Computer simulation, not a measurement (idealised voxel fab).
The document below concerns the process module designated voxel released beams.
It is cross-section cut that appears here, measuring 155 nm in width, its square cells being 5 nm in size.
How to read a cross-section here: the picture is a grid of square cells, written as bands going from the top down, and any band can span one or more rows of cells.
Each band's line starts with the height of the band's top and of its bottom, in nm. Then come its materials from left to right, each with its width in nm. One material with "full width" fills the band from edge to edge. "air" is empty space.
Heights are expressed relative to 0, this being the level below which the as-received wafer comprises one material exclusively. The lowest band is unbounded in the downward direction and is denoted as in "z 0 and below".
Quick explanation for "30->40": the width changes in equal steps down the rows of cells, from the first number in the band's top row to the second number in its bottom row.
"remained unchanged" (step): cross-section cells unchanged, all of them.
Entry "Unvented voids" = empty spaces >= 8 cells with no open way to the top; each as width x height at distance, distance from left edge, all nm.
Post-settings text on a step line: simulator's own remark regarding the step.
overlay nm: for a step with a mask, the amount by which the mask lay right of where it was planned; a negative amount means left of it.

## Planned step list for the process
step 1: RECEIVE | material Si
step 2: CONFORMAL_DEP | material Al2O3 | thk nm 5
step 3: DIRECTIONAL_DEP | material SiO2 | thk nm 15
step 4: DIRECTIONAL_DEP | material aC | thk nm 10
step 5: PATTERN | tone open | mask id ANCHOR | material resist | width nm 35 | thk nm 25 | overlay nm 0
step 6: DIRECTIONAL_ETCH | etch materials aC | depth nm 10
step 7: STRIP | etch materials resist
step 8: DIRECTIONAL_ETCH | etch materials SiO2 | depth nm 15
step 9: STRIP | etch materials aC
step 10: CONFORMAL_DEP | material W | thk nm 10
step 11: DIRECTIONAL_DEP | material aC | thk nm 15
step 12: PATTERN | tone cover | mask id BEAM | material resist | width nm 100 | thk nm 35 | overlay nm 0
step 13: DIRECTIONAL_ETCH | etch materials aC | depth nm 15
step 14: STRIP | etch materials resist
step 15: DIRECTIONAL_ETCH | etch materials W | depth nm 10
step 16: STRIP | etch materials aC
step 17: STRIP | etch materials SiO2

## Cross-section of the wafer as it came to us, i.e., already through step 1
    z 0 and below | Si full width
    Unvented voids: none

## Cross-section taken at module completion on the first of two wafers; processed per the plan
    z 30 to 20 | 25 of air, 15 of W, 15 of air, 70 of W, 30 of air
    z 20 to 15 | 30 of air, 10 of W, 15 of air, 10 of W, 90 of air
    z 15 to 5 | 30 of air, 35 of W, 90 of air
    z 5 to 0 | Al2O3 full width
    z 0 and below | Si full width
    Unvented voids: none

## Cross-section, second wafer: same start as the first, same plan as the first, one mistake in running it; taken at the end of the module
    z 0 and below | Si full width
    Unvented voids: none
what went wrong: step 2 went in with a setting other than planned; the actual run was CONFORMAL_DEP | material SiO2 | thk nm 5
At the finish, the second wafer shows more or fewer cells for some materials than the first does: Al2O3: 31 fewer; W: 52 fewer
